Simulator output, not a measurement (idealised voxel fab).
process module | voxel fin reveal
cross-section cut | 165 nm wide | cells 5 nm
A cross-section is a grid of square cells, given in bands from the top down. A band is one or more rows of cells.
Each band's line starts with the height of the band's top and of its bottom, in nm. Then come its materials from left to right, each with its width in nm. One material with "throughout" fills the band from edge to edge. "air" is empty space.
Height 0 is the level under which the wafer as received is all one material. The lowest band goes on downwards, as in "0 down".
A width such as "30 to 40" changes by the same amount from each row of cells to the next, from the band's top row to its bottom row.
"no change" after a step means that no cell of the cross-section changed.
closed voids: empty space of 8 cells or more with no open way to the top, each as width x height at its distance from the left edge, in nm
after a step's settings: what the simulator itself notes on the step
overlay nm, on a step with a mask: how far to the right of its planned place the mask lay; to the left if negative
plan
1 op RECEIVE | material Si
2 op CONFORMAL_DEP | material SiN | thk nm 5
3 op MASKED_ETCH | tone cover | mask id FINS | width nm 15 | pitch nm 40 | etch materials SiN | depth nm 5 | overlay nm 0
4 op MASKED_ETCH | tone cover | mask id FINS | width nm 15 | pitch nm 40 | etch materials Si | depth nm 40 | overlay nm 0
5 op OXIDIZE | depth nm 5
6 op FILL_DEP | material SiO2 | thk nm 10
7 op CMP | height nm 5
8 op SELECTIVE_ETCH | etch materials SiO2 | depth nm 25
9 op STRIP | etch materials SiN
10 op CONFORMAL_DEP | material SiO2 | thk nm 5
as received, after step 1
  0 down: Si throughout
  closed voids: none
a wafer at the end: this start, this plan, one mistake
  0 to -20: air 60 | Si 5 | air 35 | Si 5 | air 60
  -20 to -45: SiO2 60 | Si 5 | SiO2 35 | Si 5 | SiO2 60
  -45 down: Si throughout
  closed voids: none
what went wrong: step 10 was left out
